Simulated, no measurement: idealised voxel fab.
process module | voxel capacitor over wiring
cross-section cut | 155 nm wide | cells 5 nm
A cross-section is a grid of square cells, given in bands from the top down. A band is one or more rows of cells.
Each band's line starts with the height of the band's top and of its bottom, in nm. Then come its materials from left to right, each with its width in nm. One material with "throughout" fills the band from edge to edge. "air" is empty space.
Height 0 is the level under which the wafer as received is all one material. The lowest band goes on downwards, as in "0 down".
A width such as "30 to 40" changes by the same amount from each row of cells to the next, from the band's top row to its bottom row.
"no change" after a step means that no cell of the cross-section changed.
closed voids: empty space of 8 cells or more with no open way to the top, each as width x height at its distance from the left edge, in nm
after a step's settings: what the simulator itself notes on the step
overlay nm, on a step with a mask: how far to the right of its planned place the mask lay; to the left if negative
plan
1 op RECEIVE | material Si
2 op CONFORMAL_DEP | material SiO2 | thk nm 10
3 op CONFORMAL_DEP | material SiN | thk nm 5
4 op DIRECTIONAL_DEP | material SiO2 | thk nm 25
5 op DIRECTIONAL_DEP | material aC | thk nm 15
6 op PATTERN | tone open | mask id METAL_1 | material resist | width nm 20 | pitch nm 85 | thk nm 30 | overlay nm 0
7 op DIRECTIONAL_ETCH | etch materials aC | depth nm 15
8 op STRIP | etch materials resist
9 op DIRECTIONAL_ETCH | etch materials SiO2 | depth nm 25
10 op DIRECTIONAL_ETCH | etch materials SiN | depth nm 5
11 op STRIP | etch materials aC
12 op CONFORMAL_DEP | material TiN | thk nm 5
13 op FILL_DEP | material Cu | thk nm 5
14 op CMP | height nm 40
15 op CONFORMAL_DEP | material SiCN | thk nm 5
16 op DIRECTIONAL_DEP | material SiO2 | thk nm 15
17 op DIRECTIONAL_DEP | material aC | thk nm 15
18 op PATTERN | tone open | mask id PLUG_1 | material resist | width nm 15 | thk nm 30 | overlay nm 0
19 op DIRECTIONAL_ETCH | etch materials aC | depth nm 15
20 op STRIP | etch materials resist
21 op DIRECTIONAL_ETCH | etch materials SiO2 | depth nm 15
22 op DIRECTIONAL_ETCH | etch materials SiCN | depth nm 5
23 op STRIP | etch materials aC
24 op EPI | material Ru | thk nm 10
25 op EPI | material Ru | thk nm 10
26 op DIRECTIONAL_DEP | material TiN | thk nm 10
27 op DIRECTIONAL_DEP | material SiN | thk nm 5
28 op DIRECTIONAL_DEP | material TiN | thk nm 5
29 op PATTERN | tone cover | mask id UPPER_PLATE | material resist | width nm 70 | thk nm 15 | overlay nm 0
30 op DIRECTIONAL_ETCH | etch materials TiN | depth nm 5
31 op DIRECTIONAL_ETCH | etch materials SiN | depth nm 5
32 op STRIP | etch materials resist
33 op MASKED_ETCH | tone cover | mask id LOWER_PLATE | width nm 80 | etch materials TiN | depth nm 10 | overlay nm 0
34 op FILL_DEP | material SiO2 | thk nm 15
35 op CMP | height nm 90
36 op MASKED_ETCH | tone open | mask id PLUG_2 | width nm 15 | etch materials SiO2 | depth nm 10 | overlay nm 0
37 op CONFORMAL_DEP | material TiN | thk nm 5
38 op FILL_DEP | material Ru | thk nm 10
39 op CMP | height nm 90
40 op CONFORMAL_DEP | material SiCN | thk nm 5
as received, after step 1
  0 down: Si throughout
  closed voids: none
a wafer at the end: this start, this plan, one mistake
  95 to 90: SiCN throughout
  90 to 85: SiO2 35 | TiN 5 | Ru 15 | TiN 5 | SiO2 95
  85 to 75: SiO2 35 to 30 | TiN 25 to 70 | SiO2 95 to 55
  75 to 70: SiO2 30 | SiN 70 | SiO2 55
  70 to 60: SiO2 25 | TiN 80 | SiO2 50
  60 to 45: SiO2 30 | Ru 15 | SiO2 110
  45 to 40: SiCN 30 | Ru 15 | SiCN 110
  40 to 15: SiO2 25 | TiN 5 | Cu 10 | TiN 5 | SiO2 65 | TiN 5 | Cu 10 | TiN 5 | SiO2 25
  15 to 10: SiN 25 | TiN 20 | SiN 65 | TiN 20 | SiN 25
  10 to 0: SiO2 throughout
  0 down: Si throughout
  closed voids: none
what went wrong: step 36 ran as: op MASKED_ETCH | tone open | mask id PLUG_2 | width nm 25 | etch materials SiO2 | depth nm 10 | overlay nm 0
